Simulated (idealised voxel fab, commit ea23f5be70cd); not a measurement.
You're looking at the process module voxel gate over fins.
Pictured: cross-section cut, 270 nm wide, on a grid of 5 nm square cells.
This document writes a cross-section as a grid whose cells are square, and gives it as bands, listed from the top down; one or more rows of cells form a band. Band: top and bottom heights (nm) first, top before bottom; then materials from left to right, widths in nm. "all across" marks a sole material filling the band edge to edge. "blank" denotes empty space. We count height from 0. Below that, the starting wafer is all one material. The lowest band never ends at the bottom but goes on down; see "from 0 down" for how that is written. The width entry "30..40" should be interpreted row by row: the top row of cells in the band takes the first number, the bottom row takes the second number, and the change between adjacent rows is uniform throughout. For the purposes of this document, the phrase "no modifications" attached to a step denotes that no cell within the cross-section was modified by that step. "Enclosed void catalog" specifies each empty space that is not open to the top and that occupies no fewer than 8 cells, using the form width x height at distance, the distance measured from the left edge and all three quantities in nm. It should be noted that, on the line of a given step, the content following the step's settings is a remark produced by the simulator itself with respect to that step. Regarding "overlay nm": on a step with a mask, it is the distance the mask lay to the right of its planned place; a negative value places it to the left.

**Set out below are the planned steps of the process**
step 1: op RECEIVE | material Si
step 2: op CONFORMAL_DEP | material SiN | thk nm 5
step 3: op DIRECTIONAL_DEP | material aC | thk nm 10
step 4: op PATTERN | tone cover | mask id FINS | material resist | width nm 15 | pitch nm 50 | thk nm 30 | overlay nm 0
step 5: op DIRECTIONAL_ETCH | etch materials aC | depth nm 10
step 6: op STRIP | etch materials resist
step 7: op DIRECTIONAL_ETCH | etch materials SiN | depth nm 5
step 8: op DIRECTIONAL_ETCH | etch materials Si | depth nm 40
step 9: op STRIP | etch materials aC
step 10: op FILL_DEP | material SiO2 | thk nm 5
step 11: op CMP | height nm 5
step 12: op PATTERN | tone open | mask id RAIL | material resist | width nm 15 | thk nm 20 | overlay nm 0
step 13: op DIRECTIONAL_ETCH | etch materials SiO2 | depth nm 40
step 14: op STRIP | etch materials resist
step 15: op CONFORMAL_DEP | material TiN | thk nm 5
step 16: op FILL_DEP | material W | thk nm 5
step 17: op CMP | height nm 5
step 18: op SELECTIVE_ETCH | etch materials W Ru TiN | depth nm 20
step 19: op FILL_DEP | material SiO2 | thk nm 5
step 20: op CMP | height nm 5
step 21: op SELECTIVE_ETCH | etch materials SiO2 | depth nm 15
step 22: op STRIP | etch materials SiN
step 23: op CONFORMAL_DEP | material HfO2 | thk nm 5
step 24: op CONFORMAL_DEP | material TiN | thk nm 5
step 25: op FILL_DEP | material W | thk nm 10
step 26: op CMP | height nm 15
step 27: op CONFORMAL_DEP | material SiCN | thk nm 5

**Cross-section of the incoming wafer, state after step 1**
> from 0 down | Si all across
> Enclosed void catalog: none

**First of two wafers at the end of the module, shown in cross-section; run carried out as planned**
> from 20 to 15 | SiCN all across
> from 15 to 10 | W all across
> from 10 to 5 | W (90), TiN (35), W (15), TiN (35), W (95)
> from 5 to 0 | W (90), TiN (5), HfO2 (25), TiN (5), W (15), TiN (5), HfO2 (25), TiN (5), W (95)
> from 0 to -5 | TiN (95), HfO2 (5), Si (15), HfO2 (5), TiN (25), HfO2 (5), Si (15), HfO2 (5), TiN (100)
> from -5 to -10 | HfO2 (100), Si (15), HfO2 (35), Si (15), HfO2 (105)
> from -10 to -15 | SiO2 (100), Si (15), SiO2 (35), Si (15), SiO2 (105)
> from -15 to -30 | SiO2 (100), Si (15), SiO2 (10), TiN (5), W (5), TiN (5), SiO2 (10), Si (15), SiO2 (105)
> from -30 to -35 | SiO2 (100), Si (15), SiO2 (10), TiN (15), SiO2 (10), Si (15), SiO2 (105)
> from -35 to -40 | SiO2 (100), Si (15), SiO2 (35), Si (15), SiO2 (105)
> from -40 down | Si all across
> Enclosed void catalog: none

**This is the second of the two wafers, cross-sectioned at the end of the module; it started exactly like the first and was given the same plan, but it was run with one mistake**
> from 20 to 15 | SiCN all across
> from 15 to 10 | W all across
> from 10 to 5 | TiN all across
> from 5 to 0 | HfO2 (105), TiN (5), HfO2 (45), TiN (5), HfO2 (110)
> from 0 to -5 | Si (100), HfO2 (5), TiN (5), HfO2 (5), Si (35), HfO2 (5), TiN (5), HfO2 (5), Si (105)
> from -5 to -10 | Si (100), HfO2 (15), Si (35), HfO2 (15), Si (105)
> from -10 to -40 | Si (100), SiO2 (15), Si (35), SiO2 (15), Si (105)
> from -40 down | Si all across
> Enclosed void catalog: none
Nonconformance to the process plan: step 4 went in with a setting other than planned; the actual run was op PATTERN | tone open | mask id FINS | material resist | width nm 15 | pitch nm 50 | thk nm 30 | overlay nm 0
FYI, end of process, the second wafer has more or fewer cells of some materials than the first: 336 more of Si, 240 fewer of SiO2, 13 fewer of TiN, 83 fewer of W
